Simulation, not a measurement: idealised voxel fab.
The name of this process module is voxel capacitor over wiring.
Displayed cross-section: cut, width of 210 nm, square cells sized 5 nm.
Cross-sections here: square-cell grids, written as top-down lists of bands, a band being one or more rows of cells.
For a band, the entry starts with two heights in nm, that of the top and then that of the bottom, and carries on with the band's materials in order from left to right, each alongside its width in nm; the word "all across" beside a single material means it fills the band edge to edge, and "air" means empty space.
Height 0 is the level under which the wafer as received is all one material. The lowest band goes on downwards, as in "0 and below".
So if you see something like "30 to 40" for the width, read it as the top row of the band sitting at the first number and the bottom row at the second, with every row in between moving by the same amount as the last.
"no modification" -> step changed no cross-section cell.
Listed in "Enclosed void inventory": every empty space of 8 or more cells without an open way to the top. Form: width x height at distance, the distance being from the left edge, all in nm.
Whatever follows a step's settings on its line is a remark the simulator itself makes about that step.
What "overlay nm" on a step's line means: if the step has a mask, that mask lay this far to the right of its planned place, or, when the value is negative, to the left.

### plan
1: RECEIVE [material Si]
2: CONFORMAL_DEP [material SiO2] [thk nm 15]
3: CONFORMAL_DEP [material SiN] [thk nm 5]
4: DIRECTIONAL_DEP [material lowk] [thk nm 15]
5: PATTERN [tone open] [mask id METAL_1] [material resist] [width nm 20] [pitch nm 75] [thk nm 20] [overlay nm 0]
6: DIRECTIONAL_ETCH [etch materials lowk] [depth nm 15]
7: DIRECTIONAL_ETCH [etch materials SiN] [depth nm 5]
8: STRIP [etch materials resist]
9: CONFORMAL_DEP [material TiN] [thk nm 5]
10: FILL_DEP [material Ru] [thk nm 10]
11: CMP [height nm 35]
12: EPI [material Ru] [thk nm 5]
13: FILL_DEP [material SiCN] [thk nm 5]
14: DIRECTIONAL_DEP [material lowk] [thk nm 10]
15: MASKED_ETCH [tone open] [mask id PLUG_1] [width nm 15] [etch materials lowk] [depth nm 10] [overlay nm 0]
16: MASKED_ETCH [tone open] [mask id PLUG_1] [width nm 15] [etch materials SiCN] [depth nm 5] [overlay nm 0]
17: EPI [material Ru] [thk nm 10]
18: EPI [material Ru] [thk nm 5]
19: DIRECTIONAL_DEP [material TiN] [thk nm 5]
20: DIRECTIONAL_DEP [material Al2O3] [thk nm 5]
21: DIRECTIONAL_DEP [material TiN] [thk nm 5]
22: DIRECTIONAL_DEP [material aC] [thk nm 15]
23: PATTERN [tone cover] [mask id UPPER_PLATE] [material resist] [width nm 60] [thk nm 35] [overlay nm 0]
24: DIRECTIONAL_ETCH [etch materials aC] [depth nm 15]
25: STRIP [etch materials resist]
26: DIRECTIONAL_ETCH [etch materials TiN] [depth nm 5]
27: DIRECTIONAL_ETCH [etch materials Al2O3] [depth nm 5]
28: STRIP [etch materials aC]
29: MASKED_ETCH [tone cover] [mask id LOWER_PLATE] [width nm 70] [etch materials TiN] [depth nm 5] [overlay nm 0]
30: FILL_DEP [material SiO2] [thk nm 20]
31: CMP [height nm 85]
32: PATTERN [tone open] [mask id PLUG_2] [material resist] [width nm 15] [thk nm 20] [overlay nm 0]
33: DIRECTIONAL_ETCH [etch materials SiO2] [depth nm 15]
34: STRIP [etch materials resist]
35: CONFORMAL_DEP [material TiN] [thk nm 5]
36: FILL_DEP [material Cu] [thk nm 10]
37: CMP [height nm 85]
38: CONFORMAL_DEP [material SiCN] [thk nm 5]

### The first of two wafers, run as planned

### Incoming wafer, cross-sectional view, post step 1
* 0 and below  Si all across
* Enclosed void inventory: none

### State of the wafer after step 2, shown in cross-section
* 15 down to 0  SiO2 all across
* Rest of section, below 0: as before.

### State of the wafer after step 3, shown in cross-section
* 20 down to 15  SiN all across
* Rest of section, below 15: as before.

### State of the wafer after step 4, shown in cross-section
* 35 down to 20  lowk all across
* Rest of section, below 20: as before.

### State of the wafer after step 5, shown in cross-section
* 55 down to 35  resist 55, air 20, resist 55, air 20, resist 60
* Rest of section, below 35: as before.

### State of the wafer after step 6, shown in cross-section
* 55 down to 35  resist 55, air 20, resist 55, air 20, resist 60
* 35 down to 20  lowk 55, air 20, lowk 55, air 20, lowk 60
* Rest of section, below 20: as before.

### State of the wafer after step 7, shown in cross-section
* 55 down to 35  resist 55, air 20, resist 55, air 20, resist 60
* 35 down to 20  lowk 55, air 20, lowk 55, air 20, lowk 60
* 20 down to 15  SiN 55, air 20, SiN 55, air 20, SiN 60
* Rest of section, below 15: as before.

### State of the wafer after step 8, shown in cross-section
* 35 down to 20  lowk 55, air 20, lowk 55, air 20, lowk 60
* Rest of section, below 20: as before.

### State of the wafer after step 9, shown in cross-section
* 40 down to 35  TiN 60, air 10, TiN 65, air 10, TiN 65
* 35 down to 20  lowk 55, TiN 5, air 10, TiN 5, lowk 55, TiN 5, air 10, TiN 5, lowk 60
* 20 down to 15  SiN 55, TiN 20, SiN 55, TiN 20, SiN 60
* Rest of section, below 15: as before.

### State of the wafer after step 10, shown in cross-section
* 50 down to 40  Ru all across
* 40 down to 35  TiN 60, Ru 10, TiN 65, Ru 10, TiN 65
* 35 down to 20  lowk 55, TiN 5, Ru 10, TiN 5, lowk 55, TiN 5, Ru 10, TiN 5, lowk 60
* Rest of section, below 20: as before.

### State of the wafer after step 11, shown in cross-section
* 35 down to 20  lowk 55, TiN 5, Ru 10, TiN 5, lowk 55, TiN 5, Ru 10, TiN 5, lowk 60
* Rest of section, below 20: as before.

### State of the wafer after step 12, shown in cross-section
* 40 down to 35  air 50, Ru 30, air 45, Ru 30, air 55
* Rest of section, below 35: as before.

### State of the wafer after step 13, shown in cross-section
* 45 down to 40  SiCN all across
* 40 down to 35  SiCN 50, Ru 30, SiCN 45, Ru 30, SiCN 55
* Rest of section, below 35: as before.

### State of the wafer after step 14, shown in cross-section
* 55 down to 45  lowk all across
* Rest of section, below 45: as before.

### State of the wafer after step 15, shown in cross-section
* 55 down to 45  lowk 60, air 15, lowk 135
* Rest of section, below 45: as before.

### State of the wafer after step 16, shown in cross-section
* 55 down to 45  lowk 60, air 15, lowk 135
* 45 down to 40  SiCN 60, air 15, SiCN 135
* Rest of section, below 40: as before.

### State of the wafer after step 17, shown in cross-section
* 55 down to 50  lowk 60, air 15, lowk 135
* 50 down to 45  lowk 60, Ru 15, lowk 135
* 45 down to 40  SiCN 60, Ru 15, SiCN 135
* Rest of section, below 40: as before.

### State of the wafer after step 18, shown in cross-section
* 55 down to 45  lowk 60, Ru 15, lowk 135
* Rest of section, below 45: as before.

### State of the wafer after step 19, shown in cross-section
* 60 down to 55  TiN all across
* Rest of section, below 55: as before.

### State of the wafer after step 20, shown in cross-section
* 65 down to 60  Al2O3 all across
* Rest of section, below 60: as before.

### State of the wafer after step 21, shown in cross-section
* 70 down to 65  TiN all across
* Rest of section, below 65: as before.

### State of the wafer after step 22, shown in cross-section
* 85 down to 70  aC all across
* Rest of section, below 70: as before.

### State of the wafer after step 23, shown in cross-section
* 120 down to 85  air 60, resist 60, air 90
* Rest of section, below 85: as before.

### State of the wafer after step 24, shown in cross-section
* 105 down to 85  air 60, resist 60, air 90
* 85 down to 70  air 60, aC 60, air 90
* Rest of section, below 70: as before.

### State of the wafer after step 25, shown in cross-section
* 85 down to 70  air 60, aC 60, air 90
* Rest of section, below 70: as before.

### State of the wafer after step 26, shown in cross-section
* 85 down to 70  air 60, aC 60, air 90
* 70 down to 65  air 60, TiN 60, air 90
* Rest of section, below 65: as before.

### State of the wafer after step 27, shown in cross-section
* 85 down to 70  air 60, aC 60, air 90
* 70 down to 65  air 60, TiN 60, air 90
* 65 down to 60  air 60, Al2O3 60, air 90
* Rest of section, below 60: as before.

### State of the wafer after step 28, shown in cross-section
* 70 down to 65  air 60, TiN 60, air 90
* Rest of section, below 65: as before.

### State of the wafer after step 29, shown in cross-section
* 70 down to 65  air 60, TiN 60, air 90
* 65 down to 60  air 60, Al2O3 60, air 90
* 60 down to 55  air 55, TiN 70, air 85
* Rest of section, below 55: as before.

### State of the wafer after step 30, shown in cross-section
* 90 down to 70  SiO2 all across
* 70 down to 65  SiO2 60, TiN 60, SiO2 90
* 65 down to 60  SiO2 60, Al2O3 60, SiO2 90
* 60 down to 55  SiO2 55, TiN 70, SiO2 85
* Rest of section, below 55: as before.

### State of the wafer after step 31, shown in cross-section
* 85 down to 70  SiO2 all across
* Rest of section, below 70: as before.

### State of the wafer after step 32, shown in cross-section
* 105 down to 85  resist 70, air 15, resist 125
* Rest of section, below 85: as before.

### State of the wafer after step 33, shown in cross-section
* 105 down to 85  resist 70, air 15, resist 125
* 85 down to 70  SiO2 70, air 15, SiO2 125
* Rest of section, below 70: as before.

### State of the wafer after step 34, shown in cross-section
* 85 down to 70  SiO2 70, air 15, SiO2 125
* Rest of section, below 70: as before.

### State of the wafer after step 35, shown in cross-section
* 90 down to 85  TiN 75, air 5, TiN 130
* 85 down to 75  SiO2 70, TiN 5, air 5, TiN 5, SiO2 125
* 75 down to 65  SiO2 70 to 60, TiN 15 to 60, SiO2 125 to 90
* Rest of section, below 65: as before.

### State of the wafer after step 36, shown in cross-section
* 100 down to 90  Cu all across
* 90 down to 85  TiN 75, Cu 5, TiN 130
* 85 down to 75  SiO2 70, TiN 5, Cu 5, TiN 5, SiO2 125
* Rest of section, below 75: as before.

### State of the wafer after step 37, shown in cross-section
* 85 down to 75  SiO2 70, TiN 5, Cu 5, TiN 5, SiO2 125
* Rest of section, below 75: as before.

### State of the wafer after step 38, shown in cross-section
* 90 down to 85  SiCN all across
* Rest of section, below 85: as before.

### The second wafer began exactly as the first did and followed the same plan, but one mistake was made while running it; through step 1 inclusive, the two wafers are identical

### Cross-section of the second wafer at the time by which step 2 should have been completed according to the plan
* 10 down to 0  SiO2 all across
* Rest of section, below 0: as before.

### Cross-section of the second wafer at the time by which step 3 should have been completed according to the plan
* 15 down to 10  SiN all across
* Rest of section, below 10: as before.

### Cross-section of the second wafer at the time by which step 4 should have been completed according to the plan
* 30 down to 15  lowk all across
* Rest of section, below 15: as before.

### Cross-section of the second wafer at the time by which step 5 should have been completed according to the plan
* 50 down to 30  resist 55, air 20, resist 55, air 20, resist 60
* Rest of section, below 30: as before.

### Cross-section of the second wafer at the time by which step 6 should have been completed according to the plan
* 50 down to 30  resist 55, air 20, resist 55, air 20, resist 60
* 30 down to 15  lowk 55, air 20, lowk 55, air 20, lowk 60
* Rest of section, below 15: as before.

### Cross-section of the second wafer at the time by which step 7 should have been completed according to the plan
* 50 down to 30  resist 55, air 20, resist 55, air 20, resist 60
* 30 down to 15  lowk 55, air 20, lowk 55, air 20, lowk 60
* 15 down to 10  SiN 55, air 20, SiN 55, air 20, SiN 60
* Rest of section, below 10: as before.

### Cross-section of the second wafer at the time by which step 8 should have been completed according to the plan
* 30 down to 15  lowk 55, air 20, lowk 55, air 20, lowk 60
* Rest of section, below 15: as before.

### Cross-section of the second wafer at the time by which step 9 should have been completed according to the plan
* 35 down to 30  TiN 60, air 10, TiN 65, air 10, TiN 65
* 30 down to 15  lowk 55, TiN 5, air 10, TiN 5, lowk 55, TiN 5, air 10, TiN 5, lowk 60
* 15 down to 10  SiN 55, TiN 20, SiN 55, TiN 20, SiN 60
* Rest of section, below 10: as before.

### Cross-section of the second wafer at the time by which step 10 should have been completed according to the plan
* 45 down to 35  Ru all across
* 35 down to 30  TiN 60, Ru 10, TiN 65, Ru 10, TiN 65
* 30 down to 15  lowk 55, TiN 5, Ru 10, TiN 5, lowk 55, TiN 5, Ru 10, TiN 5, lowk 60
* Rest of section, below 15: as before.

### Cross-section of the second wafer at the time by which step 11 should have been completed according to the plan
* 35 down to 30  TiN 60, Ru 10, TiN 65, Ru 10, TiN 65
* Rest of section, below 30: as before.

### Cross-section of the second wafer at the time by which step 12 should have been completed according to the plan
* 40 down to 35  Ru all across
* Rest of section, below 35: as before.

### Cross-section of the second wafer at the time by which step 13 should have been completed according to the plan
* 45 down to 40  SiCN all across
* Rest of section, below 40: as before.

### Cross-section of the second wafer at the time by which step 14 should have been completed according to the plan
* 55 down to 45  lowk all across
* Rest of section, below 45: as before.

### Cross-section of the second wafer at the time by which step 15 should have been completed according to the plan
* 55 down to 45  lowk 60, air 15, lowk 135
* Rest of section, below 45: as before.

### Cross-section of the second wafer at the time by which step 16 should have been completed according to the plan
* 55 down to 45  lowk 60, air 15, lowk 135
* 45 down to 40  SiCN 60, air 15, SiCN 135
* Rest of section, below 40: as before.

### Cross-section of the second wafer at the time by which step 17 should have been completed according to the plan
* 55 down to 50  lowk 60, air 15, lowk 135
* 50 down to 45  lowk 60, Ru 15, lowk 135
* 45 down to 40  SiCN 60, Ru 15, SiCN 135
* Rest of section, below 40: as before.

### Cross-section of the second wafer at the time by which step 18 should have been completed according to the plan
* 55 down to 45  lowk 60, Ru 15, lowk 135
* Rest of section, below 45: as before.

### Cross-section of the second wafer at the time by which step 19 should have been completed according to the plan
* 60 down to 55  TiN all across
* Rest of section, below 55: as before.

### Cross-section of the second wafer at the time by which step 20 should have been completed according to the plan
* 65 down to 60  Al2O3 all across
* Rest of section, below 60: as before.

### Cross-section of the second wafer at the time by which step 21 should have been completed according to the plan
* 70 down to 65  TiN all across
* Rest of section, below 65: as before.

### Cross-section of the second wafer at the time by which step 22 should have been completed according to the plan
* 85 down to 70  aC all across
* Rest of section, below 70: as before.

### Cross-section of the second wafer at the time by which step 23 should have been completed according to the plan
* 120 down to 85  air 60, resist 60, air 90
* Rest of section, below 85: as before.

### Cross-section of the second wafer at the time by which step 24 should have been completed according to the plan
* 105 down to 85  air 60, resist 60, air 90
* 85 down to 70  air 60, aC 60, air 90
* Rest of section, below 70: as before.

### Cross-section of the second wafer at the time by which step 25 should have been completed according to the plan
* 85 down to 70  air 60, aC 60, air 90
* Rest of section, below 70: as before.

### Cross-section of the second wafer at the time by which step 26 should have been completed according to the plan
* 85 down to 70  air 60, aC 60, air 90
* 70 down to 65  air 60, TiN 60, air 90
* Rest of section, below 65: as before.

### Cross-section of the second wafer at the time by which step 27 should have been completed according to the plan
* 85 down to 70  air 60, aC 60, air 90
* 70 down to 65  air 60, TiN 60, air 90
* 65 down to 60  air 60, Al2O3 60, air 90
* Rest of section, below 60: as before.

### Cross-section of the second wafer at the time by which step 28 should have been completed according to the plan
* 70 down to 65  air 60, TiN 60, air 90
* Rest of section, below 65: as before.

### Cross-section of the second wafer at the time by which step 29 should have been completed according to the plan
* 70 down to 65  air 60, TiN 60, air 90
* 65 down to 60  air 60, Al2O3 60, air 90
* 60 down to 55  air 55, TiN 70, air 85
* Rest of section, below 55: as before.

### Cross-section of the second wafer at the time by which step 30 should have been completed according to the plan
* 90 down to 70  SiO2 all across
* 70 down to 65  SiO2 60, TiN 60, SiO2 90
* 65 down to 60  SiO2 60, Al2O3 60, SiO2 90
* 60 down to 55  SiO2 55, TiN 70, SiO2 85
* Rest of section, below 55: as before.

### Cross-section of the second wafer at the time by which step 31 should have been completed according to the plan
* 85 down to 70  SiO2 all across
* Rest of section, below 70: as before.

### Cross-section of the second wafer at the time by which step 32 should have been completed according to the plan
* 105 down to 85  resist 70, air 15, resist 125
* Rest of section, below 85: as before.

### Cross-section of the second wafer at the time by which step 33 should have been completed according to the plan
* 105 down to 85  resist 70, air 15, resist 125
* 85 down to 70  SiO2 70, air 15, SiO2 125
* Rest of section, below 70: as before.

### Cross-section of the second wafer at the time by which step 34 should have been completed according to the plan
* 85 down to 70  SiO2 70, air 15, SiO2 125
* Rest of section, below 70: as before.

### Cross-section of the second wafer at the time by which step 35 should have been completed according to the plan
* 90 down to 85  TiN 75, air 5, TiN 130
* 85 down to 75  SiO2 70, TiN 5, air 5, TiN 5, SiO2 125
* 75 down to 65  SiO2 70 to 60, TiN 15 to 60, SiO2 125 to 90
* Rest of section, below 65: as before.

### Cross-section of the second wafer at the time by which step 36 should have been completed according to the plan
* 100 down to 90  Cu all across
* 90 down to 85  TiN 75, Cu 5, TiN 130
* 85 down to 75  SiO2 70, TiN 5, Cu 5, TiN 5, SiO2 125
* Rest of section, below 75: as before.

### Cross-section of the second wafer at the time by which step 37 should have been completed according to the plan
* 85 down to 75  SiO2 70, TiN 5, Cu 5, TiN 5, SiO2 125
* Rest of section, below 75: as before.

### Cross-section of the second wafer at the time by which step 38 should have been completed according to the plan
* 90 down to 85  SiCN all across
* Rest of section, below 85: as before.
What broke from the plan during processing? in deviation from the planned setting, step 2 was conducted as CONFORMAL_DEP [material SiO2] [thk nm 10]
The final cell counts differ between the wafers, with the second having more or fewer of some materials than the first: Ru: 34 more, SiCN: 30 fewer, SiO2: 42 fewer, TiN: 38 more
